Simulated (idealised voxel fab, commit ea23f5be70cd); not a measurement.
This section sets out a process module, namely voxel self aligned vias.
FYI the section here is cut, 270 nm wide, cells are 5 nm squares.
Cross-section = grid of square cells, listed top down in bands; band = one or more rows.
What a band's entry tells you: where the top is and where the bottom is, as heights in nm, and after that what lies inside, material by material from left to right, each with its width in nm. Empty space is written as the word "blank", and a single material marked with the word "full width" occupies the band from edge to edge.
It should be noted that heights are counted from 0, beneath which the wafer as supplied is of one material throughout, and that the lowest band possesses no lower boundary but continues downward, as written in "0 nm and below".
Width: "30..40" (first number = top row, second number = bottom row, same change from row to row of cells).
What does "nothing was modified" mean for a step? It means no cell of the cross-section changed in that step.
Voids not open to the top, 8 cells minimum: see "Trapped voids". Written width x height at distance; distance is from the left edge; nm.
What comes after the settings on a step's line is commentary from the simulator itself on that step.
overlay nm: on a step with a mask, how far right of its planned place the mask lay; negative means left.
**The steps planned for the process are as follows**
1: RECEIVE (material Si)
2: CONFORMAL_DEP (material SiO2; thk nm 15)
3: CONFORMAL_DEP (material SiCN; thk nm 5)
4: DIRECTIONAL_DEP (material SiO2; thk nm 30)
5: DIRECTIONAL_DEP (material aC; thk nm 10)
6: PATTERN (tone open; mask id LINES; material resist; width nm 30; pitch nm 65; thk nm 30; overlay nm 0)
7: DIRECTIONAL_ETCH (etch materials aC; depth nm 10)
8: STRIP (etch materials resist)
9: DIRECTIONAL_ETCH (etch materials SiO2; depth nm 30)
10: STRIP (etch materials aC)
11: CONFORMAL_DEP (material TiN; thk nm 5)
12: FILL_DEP (material W; thk nm 5)
13: CMP (height nm 50)
14: SELECTIVE_ETCH (etch materials W Ru TiN; depth nm 5)
15: FILL_DEP (material SiN; thk nm 5)
16: CMP (height nm 50)
17: DIRECTIONAL_DEP (material SiO2; thk nm 15)
18: MASKED_ETCH (tone open; mask id VIAS; width nm 40; pitch nm 65; etch materials SiO2; depth nm 15; overlay nm 0)
19: MASKED_ETCH (tone open; mask id VIAS; width nm 40; pitch nm 65; etch materials SiN; depth nm 5; overlay nm 0)
20: CONFORMAL_DEP (material TiN; thk nm 5)
21: FILL_DEP (material W; thk nm 5)
22: CMP (height nm 65)
23: CONFORMAL_DEP (material SiN; thk nm 5)
**Incoming wafer, cross-sectional view, post step 1**
- 0 nm and below  Si full width
- Trapped voids: none
**The plan above was carried out on the starting structure above with one mistake, and this cross-section shows the wafer at the end of the module**
- 70 nm to 65 nm  SiN full width
- 65 nm to 55 nm  50 SiO2; 5 TiN; 30 W; 5 TiN; 25 SiO2; 5 TiN; 30 W; 5 TiN; 25 SiO2; 5 TiN; 30 W; 5 TiN; 50 SiO2
- 55 nm to 50 nm  50 SiO2; 10 TiN; 20 W; 10 TiN; 25 SiO2; 10 TiN; 20 W; 10 TiN; 25 SiO2; 10 TiN; 20 W; 10 TiN; 50 SiO2
- 50 nm to 45 nm  55 SiO2; 30 TiN; 35 SiO2; 30 TiN; 35 SiO2; 30 TiN; 55 SiO2
- 45 nm to 30 nm  55 SiO2; 5 TiN; 20 W; 5 TiN; 35 SiO2; 5 TiN; 20 W; 5 TiN; 35 SiO2; 5 TiN; 20 W; 5 TiN; 55 SiO2
- 30 nm to 25 nm  55 SiO2; 30 TiN; 35 SiO2; 30 TiN; 35 SiO2; 30 TiN; 55 SiO2
- 25 nm to 20 nm  SiCN full width
- 20 nm to 0 nm  SiO2 full width
- 0 nm and below  Si full width
- Trapped voids: none
Where did the run depart from the plan? step 2 ran with different settings than intended, the actual operation and settings being CONFORMAL_DEP (material SiO2; thk nm 20)
